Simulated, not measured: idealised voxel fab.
The process module presented herein is designated voxel wiring stack.
For reference, the cross-section in this document is cut, with width 300 nm and square cells of 5 nm.
Just so we're on the same page, the cross-sections are grids of square cells, and they're listed out in bands top to bottom, each band one or more rows deep. Band: top and bottom heights (nm) first, top before bottom; then materials from left to right, widths in nm. "everywhere" marks a sole material filling the band edge to edge. "blank" denotes empty space. The reference from which all heights are counted is 0, the level beneath which the as-received wafer is entirely one material; the lowest band, having no lower bound, proceeds downward and is written after the example "0 and below". Note: "30->40" means the width goes from the first number (top row of the band) to the second number (bottom row) in equal steps per row of cells. No cell of the cross-section changed in a step that is given as "left unchanged". Basically, "Fully sealed voids" tells you about the enclosed voids: empty spaces with no open way to the top, 8 cells or bigger, each written width x height at distance, where distance is from the left edge, all in nm. Past the settings on a step's line: simulator remark, on that step. overlay nm, on a step with a mask: how far to the right of its planned place the mask lay; to the left if negative.

Below is the list of planned process steps
1: RECEIVE (material Si)
2: CONFORMAL_DEP (material SiO2; thk nm 10)
3: DIRECTIONAL_DEP (material TiN; thk nm 5)
4: DIRECTIONAL_DEP (material W; thk nm 20)
5: PATTERN (tone cover; mask id METAL_1; material resist; width nm 30; pitch nm 60; thk nm 20; overlay nm 0)
6: DIRECTIONAL_ETCH (etch materials W; depth nm 20)
7: DIRECTIONAL_ETCH (etch materials TiN; depth nm 5)
8: STRIP (etch materials resist)
9: CONFORMAL_DEP (material SiN; thk nm 5)
10: FILL_DEP (material SiO2; thk nm 5)
11: CMP (height nm 35)
12: CONFORMAL_DEP (material SiCN; thk nm 5)
13: DIRECTIONAL_DEP (material SiO2; thk nm 30)
14: MASKED_ETCH (tone open; mask id METAL_2_HOLES; width nm 15; pitch nm 60; etch materials SiO2; depth nm 30; overlay nm 0)
15: PATTERN (tone open; mask id METAL_2; material resist; width nm 30; pitch nm 60; thk nm 15; overlay nm 0)
16: DIRECTIONAL_ETCH (etch materials SiO2; depth nm 15)
17: DIRECTIONAL_ETCH (etch materials SiCN; depth nm 5)
18: STRIP (etch materials resist)
19: CONFORMAL_DEP (material TiN; thk nm 5)
20: FILL_DEP (material Cu; thk nm 10)
21: CMP (height nm 70)
22: CONFORMAL_DEP (material SiCN; thk nm 5)

Incoming wafer, cross-sectional view, post step 1
> 0 and below: Si everywhere
> Fully sealed voids: none

Starting structure and process plan are as shown above, but one mistake was made in running the module; the wafer cross-section at the end of the module follows
> 75 down to 70: SiCN everywhere
> 70 down to 60: SiO2 75 nm | TiN 5 nm | SiO2 20 nm | TiN 5 nm | SiO2 30 nm | TiN 5 nm | SiO2 20 nm | TiN 5 nm | SiO2 30 nm | TiN 5 nm | SiO2 20 nm | TiN 5 nm | SiO2 75 nm
> 60 down to 55: SiO2 75 nm | TiN 5 nm | SiO2 5 nm | TiN 20 nm | SiO2 30 nm | TiN 5 nm | SiO2 5 nm | TiN 20 nm | SiO2 30 nm | TiN 5 nm | SiO2 5 nm | TiN 20 nm | SiO2 75 nm
> 55 down to 40: SiO2 75 nm | TiN 5 nm | SiO2 5 nm | TiN 5 nm | SiO2 45 nm | TiN 5 nm | SiO2 5 nm | TiN 5 nm | SiO2 45 nm | TiN 5 nm | SiO2 5 nm | TiN 5 nm | SiO2 90 nm
> 40 down to 35: SiCN 75 nm | TiN 15 nm | SiCN 45 nm | TiN 15 nm | SiCN 45 nm | TiN 15 nm | SiCN 90 nm
> 35 down to 15: SiO2 70 nm | SiN 5 nm | W 30 nm | SiN 5 nm | SiO2 20 nm | SiN 5 nm | W 30 nm | SiN 5 nm | SiO2 20 nm | SiN 5 nm | W 30 nm | SiN 5 nm | SiO2 70 nm
> 15 down to 10: SiN 75 nm | TiN 30 nm | SiN 30 nm | TiN 30 nm | SiN 30 nm | TiN 30 nm | SiN 75 nm
> 10 down to 0: SiO2 everywhere
> 0 and below: Si everywhere
> Fully sealed voids: none
what went wrong: step 20 deviated from plan and actually ran as FILL_DEP (material SiO2; thk nm 10)
